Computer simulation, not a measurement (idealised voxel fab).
process module | voxel transistor to metal
cross-section cut | 165 nm wide | cells 5 nm
A cross-section is a grid of square cells, given in bands from the top down. A band is one or more rows of cells.
Each band's line starts with the height of the band's top and of its bottom, in nm. Then come its materials from left to right, each with its width in nm. One material with "throughout" fills the band from edge to edge. "air" is empty space.
Height 0 is the level under which the wafer as received is all one material. The lowest band goes on downwards, as in "0 down".
A width such as "30 to 40" changes by the same amount from each row of cells to the next, from the band's top row to its bottom row.
"no change" after a step means that no cell of the cross-section changed.
closed voids: empty space of 8 cells or more with no open way to the top, each as width x height at its distance from the left edge, in nm
after a step's settings: what the simulator itself notes on the step
overlay nm, on a step with a mask: how far to the right of its planned place the mask lay; to the left if negative
Each pair below shows a cross-section before one step and the cross-section after it, down to the lowest band that changed. The line under each pair gives the step between them, with its settings. The pairs can come from different runs of this module on the same starting wafer, so a pair continues from the pair above only where its "before" says so.
before
  0 down: Si throughout
  closed voids: none
after
  0 to -5: SiO2 throughout
  below -5: unchanged
  closed voids: none
the step between: op OXIDIZE | depth nm 5
before: the cross-section after the pair above
after
  10 to 0: SiN throughout
  below 0: unchanged
  closed voids: none
the step between: op CONFORMAL_DEP | material SiN | thk nm 10
before: the cross-section after the pair above
after
  10 to 0: air 30 | SiN 105 | air 30
  below 0: unchanged
  closed voids: none
the step between: op MASKED_ETCH | tone cover | mask id ACTIVE | width nm 105 | etch materials SiN | depth nm 10 | overlay nm 0
before: the cross-section after the pair above
after
  10 to 0: air 30 | SiN 105 | air 30
  0 to -5: air 30 | SiO2 105 | air 30
  below -5: unchanged
  closed voids: none
the step between: op MASKED_ETCH | tone cover | mask id ACTIVE | width nm 105 | etch materials SiO2 | depth nm 5 | overlay nm 0
before: the cross-section after the pair above
after
  10 to 0: air 30 | SiN 105 | air 30
  0 to -5: air 30 | SiO2 105 | air 30
  -5 to -40: air 30 | Si 105 | air 30
  below -40: unchanged
  closed voids: none
the step between: op MASKED_ETCH | tone cover | mask id ACTIVE | width nm 105 | etch materials Si | depth nm 35 | overlay nm 0
before: the cross-section after the pair above
after
  20 to 10: SiO2 throughout
  10 to 0: SiO2 30 | SiN 105 | SiO2 30
  0 to -5: SiO2 throughout
  -5 to -40: SiO2 30 | Si 105 | SiO2 30
  below -40: unchanged
  closed voids: none
the step between: op FILL_DEP | material SiO2 | thk nm 10
before: the cross-section after the pair above
after
  10 to 0: SiO2 30 | SiN 105 | SiO2 30
  below 0: unchanged
  closed voids: none
the step between: op CMP | height nm 10
before: the cross-section after the pair above
after
  10 to 5: air 30 | SiN 105 | air 30
  below 5: unchanged
  closed voids: none
the step between: op SELECTIVE_ETCH | etch materials SiO2 | depth nm 5
before: the cross-section after the pair above
after
  5 to 0: SiO2 30 | air 105 | SiO2 30
  below 0: unchanged
  closed voids: none
the step between: op STRIP | etch materials SiN
before: the cross-section after the pair above
after
  0 to -5: SiO2 25 | air 115 | SiO2 25
  below -5: unchanged
  closed voids: none
the step between: op SELECTIVE_ETCH | etch materials SiO2 | depth nm 5
before: the cross-section after the pair above
after
  0 to -5: SiO2 25 | air 115 | SiO2 25
  -5 to -10: SiO2 throughout
  below -10: unchanged
  closed voids: none
the step between: op OXIDIZE | depth nm 5
before: the cross-section after the pair above
after
  20 to 15: polySi 25 | air 115 | polySi 25
  15 to 0: polySi throughout
  0 to -5: SiO2 25 | polySi 115 | SiO2 25
  below -5: unchanged
  closed voids: none
the step between: op DIRECTIONAL_DEP | material polySi | thk nm 20
before: the cross-section after the pair above
after
  30 to 25: SiCN 25 | air 115 | SiCN 25
  25 to 20: SiCN throughout
  20 to 15: polySi 25 | SiCN 115 | polySi 25
  below 15: unchanged
  closed voids: none
the step between: op DIRECTIONAL_DEP | material SiCN | thk nm 10
before: the cross-section after the pair above
after
  50 to 30: air 70 | resist 25 | air 70
  30 to 25: SiCN 25 | air 45 | resist 25 | air 45 | SiCN 25
  below 25: unchanged
  closed voids: none
the step between: op PATTERN | tone cover | mask id GATE | material resist | width nm 25 | thk nm 20 | overlay nm 0
before: the cross-section after the pair above
after
  50 to 25: air 70 | resist 25 | air 70
  25 to 20: air 70 | SiCN 25 | air 70
  20 to 15: polySi 25 | air 45 | SiCN 25 | air 45 | polySi 25
  below 15: unchanged
  closed voids: none
the step between: op DIRECTIONAL_ETCH | etch materials SiCN | depth nm 20
before: the cross-section after the pair above
after
  50 to 25: air 70 | resist 25 | air 70
  25 to 15: air 70 | SiCN 25 | air 70
  15 to 0: air 70 | polySi 25 | air 70
  0 to -5: SiO2 25 | air 45 | polySi 25 | air 45 | SiO2 25
  below -5: unchanged
  closed voids: none
the step between: op DIRECTIONAL_ETCH | etch materials polySi | depth nm 30
before: the cross-section after the pair above
after
  25 to 15: air 70 | SiCN 25 | air 70
  below 15: unchanged
  closed voids: none
the step between: op STRIP | etch materials resist
before: the cross-section after the pair above
after
  35 to 25: air 60 | SiN 45 | air 60
  25 to 15: air 60 | SiN 10 | SiCN 25 | SiN 10 | air 60
  15 to 10: air 60 | SiN 10 | polySi 25 | SiN 10 | air 60
  10 to 5: SiN 35 | air 25 | SiN 10 | polySi 25 | SiN 10 | air 25 | SiN 35
  5 to 0: SiN 70 | polySi 25 | SiN 70
  0 to -5: SiO2 25 | SiN 45 | polySi 25 | SiN 45 | SiO2 25
  below -5: unchanged
  closed voids: none
the step between: op CONFORMAL_DEP | material SiN | thk nm 10
before: the cross-section after the pair above
after
  25 to 15: air 60 | SiN 10 | SiCN 25 | SiN 10 | air 60
  15 to 0: air 60 | SiN 10 | polySi 25 | SiN 10 | air 60
  0 to -5: SiO2 25 | SiN 10 | air 25 | SiN 10 | polySi 25 | SiN 10 | air 25 | SiN 10 | SiO2 25
  below -5: unchanged
  closed voids: none
the step between: op DIRECTIONAL_ETCH | etch materials SiN | depth nm 10
before: the cross-section after the pair above
after
  25 to 15: air 60 | SiN 10 | SiCN 25 | SiN 10 | air 60
  15 to 0: air 60 | SiN 10 | polySi 25 | SiN 10 | air 60
  0 to -5: air 25 | SiN 10 | air 25 | SiN 10 | polySi 25 | SiN 10 | air 25 | SiN 10 | air 25
  -5 to -10: SiO2 35 | air 25 | SiO2 45 | air 25 | SiO2 35
  below -10: unchanged
  closed voids: none
the step between: op DIRECTIONAL_ETCH | etch materials SiO2 | depth nm 5
before: the cross-section after the pair above
after
  25 to 15: air 60 | SiN 10 | SiCN 25 | SiN 10 | air 60
  15 to 0: air 60 | SiN 10 | polySi 25 | SiN 10 | air 60
  0 to -5: air 25 | SiN 10 | air 25 | SiN 10 | polySi 25 | SiN 10 | air 25 | SiN 10 | air 25
  -5 to -10: SiO2 35 | air 25 | SiO2 45 | air 25 | SiO2 35
  -10 to -15: SiO2 30 | Si 5 | air 25 | Si 45 | air 25 | Si 5 | SiO2 30
  below -15: unchanged
  closed voids: none
the step between: op DIRECTIONAL_ETCH | etch materials Si | depth nm 5
before: the cross-section after the pair above
after
  25 to 15: air 60 | SiN 10 | SiCN 25 | SiN 10 | air 60
  15 to 0: air 60 | SiN 10 | polySi 25 | SiN 10 | air 60
  0 to -5: air 25 | SiN 10 | nSi 10 | air 5 | nSi 10 | SiN 10 | polySi 25 | SiN 10 | nSi 10 | air 5 | nSi 10 | SiN 10 | air 25
  -5 to -10: SiO2 35 | nSi 25 | SiO2 45 | nSi 25 | SiO2 35
  -10 to -15: SiO2 30 | Si 5 | nSi 25 | Si 45 | nSi 25 | Si 5 | SiO2 30
  below -15: unchanged
  closed voids: none
the step between: op EPI | material nSi | thk nm 10
before: the cross-section after the pair above
after
  30 to 25: SiO2 throughout
  25 to 15: SiO2 60 | SiN 10 | SiCN 25 | SiN 10 | SiO2 60
  15 to 0: SiO2 60 | SiN 10 | polySi 25 | SiN 10 | SiO2 60
  0 to -5: SiO2 25 | SiN 10 | nSi 10 | SiO2 5 | nSi 10 | SiN 10 | polySi 25 | SiN 10 | nSi 10 | SiO2 5 | nSi 10 | SiN 10 | SiO2 25
  below -5: unchanged
  closed voids: none
the step between: op FILL_DEP | material SiO2 | thk nm 5
before: the cross-section after the pair above
after
  25 to 15: SiO2 60 | SiN 10 | SiCN 25 | SiN 10 | SiO2 60
  below 15: unchanged
  closed voids: none
the step between: op CMP | height nm 25
before: the cross-section after the pair above
after
  40 to 25: SiO2 throughout
  below 25: unchanged
  closed voids: none
the step between: op DIRECTIONAL_DEP | material SiO2 | thk nm 15
before: the cross-section after the pair above
after
  40 to 25: SiO2 35 | air 30 | SiO2 35 | air 30 | SiO2 35
  25 to 15: SiO2 35 | air 25 | SiN 10 | SiCN 25 | SiN 10 | air 25 | SiO2 35
  15 to 0: SiO2 35 | air 25 | SiN 10 | polySi 25 | SiN 10 | air 25 | SiO2 35
  0 to -5: SiO2 25 | SiN 10 | nSi 10 | air 5 | nSi 10 | SiN 10 | polySi 25 | SiN 10 | nSi 10 | air 5 | nSi 10 | SiN 10 | SiO2 25
  below -5: unchanged
  closed voids: none
the step between: op MASKED_ETCH | tone open | mask id CONTACT | width nm 30 | pitch nm 65 | etch materials SiO2 | depth nm 45 | overlay nm 0
before: the cross-section after the pair above
after
  45 to 40: TiN 40 | air 20 | TiN 45 | air 20 | TiN 40
  40 to 30: SiO2 35 | TiN 5 | air 20 | TiN 5 | SiO2 35 | TiN 5 | air 20 | TiN 5 | SiO2 35
  30 to 25: SiO2 35 | TiN 5 | air 15 | TiN 10 | SiO2 35 | TiN 10 | air 15 | TiN 5 | SiO2 35
  25 to 15: SiO2 35 | TiN 5 | air 15 | TiN 5 | SiN 10 | SiCN 25 | SiN 10 | TiN 5 | air 15 | TiN 5 | SiO2 35
  15 to 5: SiO2 35 | TiN 5 | air 15 | TiN 5 | SiN 10 | polySi 25 | SiN 10 | TiN 5 | air 15 | TiN 5 | SiO2 35
  5 to 0: SiO2 35 | TiN 25 | SiN 10 | polySi 25 | SiN 10 | TiN 25 | SiO2 35
  0 to -5: SiO2 25 | SiN 10 | nSi 10 | TiN 5 | nSi 10 | SiN 10 | polySi 25 | SiN 10 | nSi 10 | TiN 5 | nSi 10 | SiN 10 | SiO2 25
  below -5: unchanged
  closed voids: none
the step between: op CONFORMAL_DEP | material TiN | thk nm 5
before: the cross-section after the pair above
after
  50 to 45: Ru throughout
  45 to 40: TiN 40 | Ru 20 | TiN 45 | Ru 20 | TiN 40
  40 to 30: SiO2 35 | TiN 5 | Ru 20 | TiN 5 | SiO2 35 | TiN 5 | Ru 20 | TiN 5 | SiO2 35
  30 to 25: SiO2 35 | TiN 5 | Ru 15 | TiN 10 | SiO2 35 | TiN 10 | Ru 15 | TiN 5 | SiO2 35
  25 to 15: SiO2 35 | TiN 5 | Ru 15 | TiN 5 | SiN 10 | SiCN 25 | SiN 10 | TiN 5 | Ru 15 | TiN 5 | SiO2 35
  15 to 5: SiO2 35 | TiN 5 | Ru 15 | TiN 5 | SiN 10 | polySi 25 | SiN 10 | TiN 5 | Ru 15 | TiN 5 | SiO2 35
  below 5: unchanged
  closed voids: none
the step between: op FILL_DEP | material Ru | thk nm 5
before: the cross-section after the pair above
after
  40 to 30: SiO2 35 | TiN 5 | Ru 20 | TiN 5 | SiO2 35 | TiN 5 | Ru 20 | TiN 5 | SiO2 35
  below 30: unchanged
  closed voids: none
the step between: op CMP | height nm 40
before: the cross-section after the pair above
after
  45 to 40: TiN throughout
  below 40: unchanged
  closed voids: none
the step between: op DIRECTIONAL_DEP | material TiN | thk nm 5
before: the cross-section after the pair above
after
  60 to 45: W throughout
  below 45: unchanged
  closed voids: none
the step between: op DIRECTIONAL_DEP | material W | thk nm 15
before: the cross-section after the pair above
after
  75 to 60: aC throughout
  below 60: unchanged
  closed voids: none
the step between: op DIRECTIONAL_DEP | material aC | thk nm 15
before: the cross-section after the pair above
after
  105 to 75: air 35 | resist 20 | air 55 | resist 20 | air 35
  below 75: unchanged
  closed voids: none
the step between: op PATTERN | tone cover | mask id METAL_1 | material resist | width nm 20 | pitch nm 75 | thk nm 30 | overlay nm 0
before: the cross-section after the pair above
after
  90 to 75: air 35 | resist 20 | air 55 | resist 20 | air 35
  75 to 60: air 35 | aC 20 | air 55 | aC 20 | air 35
  below 60: unchanged
  closed voids: none
the step between: op DIRECTIONAL_ETCH | etch materials aC | depth nm 15
before: the cross-section after the pair above
after
  75 to 60: air 35 | aC 20 | air 55 | aC 20 | air 35
  below 60: unchanged
  closed voids: none
the step between: op STRIP | etch materials resist
before: the cross-section after the pair above
after
  75 to 60: air 35 | aC 20 | air 55 | aC 20 | air 35
  60 to 45: air 35 | W 20 | air 55 | W 20 | air 35
  below 45: unchanged
  closed voids: none
the step between: op DIRECTIONAL_ETCH | etch materials W | depth nm 15
before: the cross-section after the pair above
after
  75 to 60: air 35 | aC 20 | air 55 | aC 20 | air 35
  60 to 45: air 35 | W 20 | air 55 | W 20 | air 35
  45 to 40: air 35 | TiN 20 | air 55 | TiN 20 | air 35
  below 40: unchanged
  closed voids: none
the step between: op DIRECTIONAL_ETCH | etch materials TiN | depth nm 5
before: the cross-section after the pair above
after
  60 to 45: air 35 | W 20 | air 55 | W 20 | air 35
  below 45: unchanged
  closed voids: none
the step between: op STRIP | etch materials aC
before: the cross-section after the pair above
after
  65 to 60: lowk throughout
  60 to 45: lowk 35 | W 20 | lowk 55 | W 20 | lowk 35
  45 to 40: lowk 35 | TiN 20 | lowk 55 | TiN 20 | lowk 35
  below 40: unchanged
  closed voids: none
the step between: op FILL_DEP | material lowk | thk nm 5
before: the cross-section after the pair above
after
  60 to 45: lowk 35 | W 20 | lowk 55 | W 20 | lowk 35
  below 45: unchanged
  closed voids: none
the step between: op CMP | height nm 60
before: the cross-section after the pair above
after
  65 to 60: SiCN throughout
  below 60: unchanged
  closed voids: none
the step between: op CONFORMAL_DEP | material SiCN | thk nm 5
before: the cross-section after the pair above
after
  95 to 65: SiO2 throughout
  below 65: unchanged
  closed voids: none
the step between: op DIRECTIONAL_DEP | material SiO2 | thk nm 30
before: the cross-section after the pair above
after
  95 to 80: SiO2 35 | air 20 | SiO2 55 | air 20 | SiO2 35
  below 80: unchanged
  closed voids: none
the step between: op MASKED_ETCH | tone open | mask id METAL_2 | width nm 20 | pitch nm 75 | etch materials SiO2 | depth nm 15 | overlay nm 0
before: the cross-section after the pair above
after
  95 to 80: SiO2 35 | air 20 | SiO2 55 | air 20 | SiO2 35
  80 to 65: SiO2 35 | air 15 | SiO2 60 | air 15 | SiO2 40
  below 65: unchanged
  closed voids: none
the step between: op MASKED_ETCH | tone open | mask id METAL_2_HOLES | width nm 15 | pitch nm 75 | etch materials SiO2 | depth nm 15 | overlay nm 0
before: the cross-section after the pair above
after
  95 to 80: SiO2 35 | air 20 | SiO2 55 | air 20 | SiO2 35
  80 to 65: SiO2 35 | air 15 | SiO2 60 | air 15 | SiO2 40
  65 to 60: SiCN 35 | air 15 | SiCN 60 | air 15 | SiCN 40
  below 60: unchanged
  closed voids: none
the step between: op MASKED_ETCH | tone open | mask id METAL_2_HOLES | width nm 15 | pitch nm 75 | etch materials SiCN | depth nm 5 | overlay nm 0
before: the cross-section after the pair above
after
  100 to 95: TiN 40 | air 10 | TiN 65 | air 10 | TiN 40
  95 to 85: SiO2 35 | TiN 5 | air 10 | TiN 5 | SiO2 55 | TiN 5 | air 10 | TiN 5 | SiO2 35
  85 to 80: SiO2 35 | TiN 5 | air 5 | TiN 10 | SiO2 55 | TiN 5 | air 5 | TiN 10 | SiO2 35
  80 to 65: SiO2 35 | TiN 5 | air 5 | TiN 5 | SiO2 60 | TiN 5 | air 5 | TiN 5 | SiO2 40
  65 to 60: SiCN 35 | TiN 15 | SiCN 60 | TiN 15 | SiCN 40
  below 60: unchanged
  closed voids: none
the step between: op CONFORMAL_DEP | material TiN | thk nm 5
before: the cross-section after the pair above
after
  105 to 100: Cu throughout
  100 to 95: TiN 40 | Cu 10 | TiN 65 | Cu 10 | TiN 40
  95 to 85: SiO2 35 | TiN 5 | Cu 10 | TiN 5 | SiO2 55 | TiN 5 | Cu 10 | TiN 5 | SiO2 35
  85 to 80: SiO2 35 | TiN 5 | Cu 5 | TiN 10 | SiO2 55 | TiN 5 | Cu 5 | TiN 10 | SiO2 35
  80 to 65: SiO2 35 | TiN 5 | Cu 5 | TiN 5 | SiO2 60 | TiN 5 | Cu 5 | TiN 5 | SiO2 40
  below 65: unchanged
  closed voids: none
the step between: op FILL_DEP | material Cu | thk nm 5
before: the cross-section after the pair above
after
  95 to 85: SiO2 35 | TiN 5 | Cu 10 | TiN 5 | SiO2 55 | TiN 5 | Cu 10 | TiN 5 | SiO2 35
  below 85: unchanged
  closed voids: none
the step between: op CMP | height nm 95
before: the cross-section after the pair above
after
  100 to 95: SiN throughout
  below 95: unchanged
  closed voids: none
the step between: op CONFORMAL_DEP | material SiN | thk nm 5
before
  75 to 60: air 35 | aC 20 | air 55 | aC 20 | air 35
  60 to 45: air 35 | W 20 | air 55 | W 20 | air 35
  45 to 40: air 35 | TiN 20 | air 55 | TiN 20 | air 35
  40 to 30: SiO2 35 | TiN 5 | Ru 20 | TiN 5 | SiO2 35 | TiN 5 | Ru 20 | TiN 5 | SiO2 35
  30 to 25: SiO2 35 | TiN 5 | Ru 15 | TiN 10 | SiO2 35 | TiN 10 | Ru 15 | TiN 5 | SiO2 35
  25 to 15: SiO2 35 | TiN 5 | Ru 15 | TiN 5 | SiN 10 | SiCN 25 | SiN 10 | TiN 5 | Ru 15 | TiN 5 | SiO2 35
  15 to 5: SiO2 35 | TiN 5 | Ru 15 | TiN 5 | SiN 10 | polySi 25 | SiN 10 | TiN 5 | Ru 15 | TiN 5 | SiO2 35
  5 to 0: SiO2 35 | TiN 25 | SiN 10 | polySi 25 | SiN 10 | TiN 25 | SiO2 35
  0 to -5: SiO2 25 | SiN 10 | nSi 10 | TiN 5 | nSi 10 | SiN 10 | polySi 25 | SiN 10 | nSi 10 | TiN 5 | nSi 10 | SiN 10 | SiO2 25
  -5 to -10: SiO2 35 | nSi 25 | SiO2 45 | nSi 25 | SiO2 35
  -10 to -15: SiO2 30 | Si 5 | nSi 25 | Si 45 | nSi 25 | Si 5 | SiO2 30
  -15 to -40: SiO2 30 | Si 105 | SiO2 30
  -40 down: Si throughout
  closed voids: none
after
  80 to 75: lowk throughout
  75 to 60: lowk 35 | aC 20 | lowk 55 | aC 20 | lowk 35
  60 to 45: lowk 35 | W 20 | lowk 55 | W 20 | lowk 35
  45 to 40: lowk 35 | TiN 20 | lowk 55 | TiN 20 | lowk 35
  below 40: unchanged
  closed voids: none
the step between: op FILL_DEP | material lowk | thk nm 5
before: the cross-section after the pair above
after
  60 to 45: lowk 35 | W 20 | lowk 55 | W 20 | lowk 35
  below 45: unchanged
  closed voids: none
the step between: op CMP | height nm 60
before
  95 to 65: SiO2 throughout
  65 to 60: SiCN throughout
  60 to 45: lowk 35 | W 20 | lowk 55 | W 20 | lowk 35
  45 to 40: lowk 35 | TiN 20 | lowk 55 | TiN 20 | lowk 35
  40 to 30: SiO2 35 | TiN 5 | Ru 20 | TiN 5 | SiO2 35 | TiN 5 | Ru 20 | TiN 5 | SiO2 35
  30 to 25: SiO2 35 | TiN 5 | Ru 15 | TiN 10 | SiO2 35 | TiN 10 | Ru 15 | TiN 5 | SiO2 35
  25 to 15: SiO2 35 | TiN 5 | Ru 15 | TiN 5 | SiN 10 | SiCN 25 | SiN 10 | TiN 5 | Ru 15 | TiN 5 | SiO2 35
  15 to 5: SiO2 35 | TiN 5 | Ru 15 | TiN 5 | SiN 10 | polySi 25 | SiN 10 | TiN 5 | Ru 15 | TiN 5 | SiO2 35
  5 to 0: SiO2 35 | TiN 25 | SiN 10 | polySi 25 | SiN 10 | TiN 25 | SiO2 35
  0 to -5: SiO2 25 | SiN 10 | nSi 10 | TiN 5 | nSi 10 | SiN 10 | polySi 25 | SiN 10 | nSi 10 | TiN 5 | nSi 10 | SiN 10 | SiO2 25
  -5 to -10: SiO2 35 | nSi 25 | SiO2 45 | nSi 25 | SiO2 35
  -10 to -15: SiO2 30 | Si 5 | nSi 25 | Si 45 | nSi 25 | Si 5 | SiO2 30
  -15 to -40: SiO2 30 | Si 105 | SiO2 30
  -40 down: Si throughout
  closed voids: none
after
  125 to 65: SiO2 throughout
  below 65: unchanged
  closed voids: none
the step between: op DIRECTIONAL_DEP | material SiO2 | thk nm 30
before: the cross-section after the pair above
after
  125 to 110: SiO2 35 | air 20 | SiO2 55 | air 20 | SiO2 35
  below 110: unchanged
  closed voids: none
the step between: op MASKED_ETCH | tone open | mask id METAL_2 | width nm 20 | pitch nm 75 | etch materials SiO2 | depth nm 15 | overlay nm 0
before: the cross-section after the pair above
after
  125 to 110: SiO2 35 | air 20 | SiO2 55 | air 20 | SiO2 35
  110 to 95: SiO2 35 | air 15 | SiO2 60 | air 15 | SiO2 40
  below 95: unchanged
  closed voids: none
the step between: op MASKED_ETCH | tone open | mask id METAL_2_HOLES | width nm 15 | pitch nm 75 | etch materials SiO2 | depth nm 15 | overlay nm 0
before: the cross-section after the pair above
after
  130 to 125: TiN 40 | air 10 | TiN 65 | air 10 | TiN 40
  125 to 115: SiO2 35 | TiN 5 | air 10 | TiN 5 | SiO2 55 | TiN 5 | air 10 | TiN 5 | SiO2 35
  115 to 110: SiO2 35 | TiN 5 | air 5 | TiN 10 | SiO2 55 | TiN 5 | air 5 | TiN 10 | SiO2 35
  110 to 100: SiO2 35 | TiN 5 | air 5 | TiN 5 | SiO2 60 | TiN 5 | air 5 | TiN 5 | SiO2 40
  100 to 95: SiO2 35 | TiN 15 | SiO2 60 | TiN 15 | SiO2 40
  below 95: unchanged
  closed voids: none
the step between: op CONFORMAL_DEP | material TiN | thk nm 5
before: the cross-section after the pair above
after
  135 to 130: Cu throughout
  130 to 125: TiN 40 | Cu 10 | TiN 65 | Cu 10 | TiN 40
  125 to 115: SiO2 35 | TiN 5 | Cu 10 | TiN 5 | SiO2 55 | TiN 5 | Cu 10 | TiN 5 | SiO2 35
  115 to 110: SiO2 35 | TiN 5 | Cu 5 | TiN 10 | SiO2 55 | TiN 5 | Cu 5 | TiN 10 | SiO2 35
  110 to 100: SiO2 35 | TiN 5 | Cu 5 | TiN 5 | SiO2 60 | TiN 5 | Cu 5 | TiN 5 | SiO2 40
  below 100: unchanged
  closed voids: none
the step between: op FILL_DEP | material Cu | thk nm 5
before: the cross-section after the pair above
after
  95 to 65: SiO2 throughout
  below 65: unchanged
  closed voids: none
the step between: op CMP | height nm 95
before: the cross-section after the pair above
after
  100 to 95: SiN throughout
  below 95: unchanged
  closed voids: none
the step between: op CONFORMAL_DEP | material SiN | thk nm 5
before
  60 to 45: lowk 35 | W 20 | lowk 55 | W 20 | lowk 35
  45 to 40: lowk 35 | TiN 20 | lowk 55 | TiN 20 | lowk 35
  40 to 30: SiO2 35 | TiN 5 | Ru 20 | TiN 5 | SiO2 35 | TiN 5 | Ru 20 | TiN 5 | SiO2 35
  30 to 25: SiO2 35 | TiN 5 | Ru 15 | TiN 10 | SiO2 35 | TiN 10 | Ru 15 | TiN 5 | SiO2 35
  25 to 15: SiO2 35 | TiN 5 | Ru 15 | TiN 5 | SiN 10 | SiCN 25 | SiN 10 | TiN 5 | Ru 15 | TiN 5 | SiO2 35
  15 to 5: SiO2 35 | TiN 5 | Ru 15 | TiN 5 | SiN 10 | polySi 25 | SiN 10 | TiN 5 | Ru 15 | TiN 5 | SiO2 35
  5 to 0: SiO2 35 | TiN 25 | SiN 10 | polySi 25 | SiN 10 | TiN 25 | SiO2 35
  0 to -5: SiO2 25 | SiN 10 | nSi 10 | TiN 5 | nSi 10 | SiN 10 | polySi 25 | SiN 10 | nSi 10 | TiN 5 | nSi 10 | SiN 10 | SiO2 25
  -5 to -10: SiO2 35 | nSi 25 | SiO2 45 | nSi 25 | SiO2 35
  -10 to -15: SiO2 30 | Si 5 | nSi 25 | Si 45 | nSi 25 | Si 5 | SiO2 30
  -15 to -40: SiO2 30 | Si 105 | SiO2 30
  -40 down: Si throughout
  closed voids: none
after
  90 to 60: SiO2 throughout
  below 60: unchanged
  closed voids: none
the step between: op DIRECTIONAL_DEP | material SiO2 | thk nm 30
before: the cross-section after the pair above
after
  95 to 90: SiCN throughout
  below 90: unchanged
  closed voids: none
the step between: op CONFORMAL_DEP | material SiCN | thk nm 5
before: the cross-section after the pair above
after
  95 to 90: SiCN 35 | air 15 | SiCN 60 | air 15 | SiCN 40
  below 90: unchanged
  closed voids: none
the step between: op MASKED_ETCH | tone open | mask id METAL_2_HOLES | width nm 15 | pitch nm 75 | etch materials SiCN | depth nm 5 | overlay nm 0
before: the cross-section after the pair above
after
  100 to 95: TiN 40 | air 5 | TiN 70 | air 5 | TiN 45
  95 to 90: SiCN 35 | TiN 15 | SiCN 60 | TiN 15 | SiCN 40
  below 90: unchanged
  closed voids: none
the step between: op CONFORMAL_DEP | material TiN | thk nm 5
before: the cross-section after the pair above
after
  105 to 100: Cu throughout
  100 to 95: TiN 40 | Cu 5 | TiN 70 | Cu 5 | TiN 45
  below 95: unchanged
  closed voids: none
the step between: op FILL_DEP | material Cu | thk nm 5
before: the cross-section after the pair above
after
  95 to 90: SiCN 35 | TiN 15 | SiCN 60 | TiN 15 | SiCN 40
  below 90: unchanged
  closed voids: none
the step between: op CMP | height nm 95
before: the cross-section after the pair above
after
  100 to 95: SiN throughout
  below 95: unchanged
  closed voids: none
the step between: op CONFORMAL_DEP | material SiN | thk nm 5
before
  65 to 60: lowk throughout
  60 to 45: lowk 35 | W 20 | lowk 55 | W 20 | lowk 35
  45 to 40: lowk 35 | TiN 20 | lowk 55 | TiN 20 | lowk 35
  40 to 30: SiO2 35 | TiN 5 | Ru 20 | TiN 5 | SiO2 35 | TiN 5 | Ru 20 | TiN 5 | SiO2 35
  30 to 25: SiO2 35 | TiN 5 | Ru 15 | TiN 10 | SiO2 35 | TiN 10 | Ru 15 | TiN 5 | SiO2 35
  25 to 15: SiO2 35 | TiN 5 | Ru 15 | TiN 5 | SiN 10 | SiCN 25 | SiN 10 | TiN 5 | Ru 15 | TiN 5 | SiO2 35
  15 to 5: SiO2 35 | TiN 5 | Ru 15 | TiN 5 | SiN 10 | polySi 25 | SiN 10 | TiN 5 | Ru 15 | TiN 5 | SiO2 35
  5 to 0: SiO2 35 | TiN 25 | SiN 10 | polySi 25 | SiN 10 | TiN 25 | SiO2 35
  0 to -5: SiO2 25 | SiN 10 | nSi 10 | TiN 5 | nSi 10 | SiN 10 | polySi 25 | SiN 10 | nSi 10 | TiN 5 | nSi 10 | SiN 10 | SiO2 25
  -5 to -10: SiO2 35 | nSi 25 | SiO2 45 | nSi 25 | SiO2 35
  -10 to -15: SiO2 30 | Si 5 | nSi 25 | Si 45 | nSi 25 | Si 5 | SiO2 30
  -15 to -40: SiO2 30 | Si 105 | SiO2 30
  -40 down: Si throughout
  closed voids: none
after
  55 to 45: lowk 35 | W 20 | lowk 55 | W 20 | lowk 35
  below 45: unchanged
  closed voids: none
the step between: op CMP | height nm 55
before: the cross-section after the pair above
after
  60 to 55: SiCN throughout
  below 55: unchanged
  closed voids: none
the step between: op CONFORMAL_DEP | material SiCN | thk nm 5
before: the cross-section after the pair above
after
  90 to 60: SiO2 throughout
  below 60: unchanged
  closed voids: none
the step between: op DIRECTIONAL_DEP | material SiO2 | thk nm 30
before: the cross-section after the pair above
after
  90 to 75: SiO2 35 | air 20 | SiO2 55 | air 20 | SiO2 35
  below 75: unchanged
  closed voids: none
the step between: op MASKED_ETCH | tone open | mask id METAL_2 | width nm 20 | pitch nm 75 | etch materials SiO2 | depth nm 15 | overlay nm 0
before: the cross-section after the pair above
after
  90 to 75: SiO2 35 | air 20 | SiO2 55 | air 20 | SiO2 35
  75 to 60: SiO2 35 | air 15 | SiO2 60 | air 15 | SiO2 40
  below 60: unchanged
  closed voids: none
the step between: op MASKED_ETCH | tone open | mask id METAL_2_HOLES | width nm 15 | pitch nm 75 | etch materials SiO2 | depth nm 15 | overlay nm 0
before: the cross-section after the pair above
after
  90 to 75: SiO2 35 | air 20 | SiO2 55 | air 20 | SiO2 35
  75 to 60: SiO2 35 | air 15 | SiO2 60 | air 15 | SiO2 40
  60 to 55: SiCN 35 | air 15 | SiCN 60 | air 15 | SiCN 40
  below 55: unchanged
  closed voids: none
the step between: op MASKED_ETCH | tone open | mask id METAL_2_HOLES | width nm 15 | pitch nm 75 | etch materials SiCN | depth nm 5 | overlay nm 0
before: the cross-section after the pair above
after
  95 to 90: TiN 40 | air 10 | TiN 65 | air 10 | TiN 40
  90 to 80: SiO2 35 | TiN 5 | air 10 | TiN 5 | SiO2 55 | TiN 5 | air 10 | TiN 5 | SiO2 35
  80 to 75: SiO2 35 | TiN 5 | air 5 | TiN 10 | SiO2 55 | TiN 5 | air 5 | TiN 10 | SiO2 35
  75 to 60: SiO2 35 | TiN 5 | air 5 | TiN 5 | SiO2 60 | TiN 5 | air 5 | TiN 5 | SiO2 40
  60 to 55: SiCN 35 | TiN 15 | SiCN 60 | TiN 15 | SiCN 40
  below 55: unchanged
  closed voids: none
the step between: op CONFORMAL_DEP | material TiN | thk nm 5
before: the cross-section after the pair above
after
  100 to 95: Cu throughout
  95 to 90: TiN 40 | Cu 10 | TiN 65 | Cu 10 | TiN 40
  90 to 80: SiO2 35 | TiN 5 | Cu 10 | TiN 5 | SiO2 55 | TiN 5 | Cu 10 | TiN 5 | SiO2 35
  80 to 75: SiO2 35 | TiN 5 | Cu 5 | TiN 10 | SiO2 55 | TiN 5 | Cu 5 | TiN 10 | SiO2 35
  75 to 60: SiO2 35 | TiN 5 | Cu 5 | TiN 5 | SiO2 60 | TiN 5 | Cu 5 | TiN 5 | SiO2 40
  below 60: unchanged
  closed voids: none
the step between: op FILL_DEP | material Cu | thk nm 5
before: the cross-section after the pair above
after
  95 to 90: TiN 40 | Cu 10 | TiN 65 | Cu 10 | TiN 40
  below 90: unchanged
  closed voids: none
the step between: op CMP | height nm 95
before: the cross-section after the pair above
after
  100 to 95: SiN throughout
  below 95: unchanged
  closed voids: none
the step between: op CONFORMAL_DEP | material SiN | thk nm 5
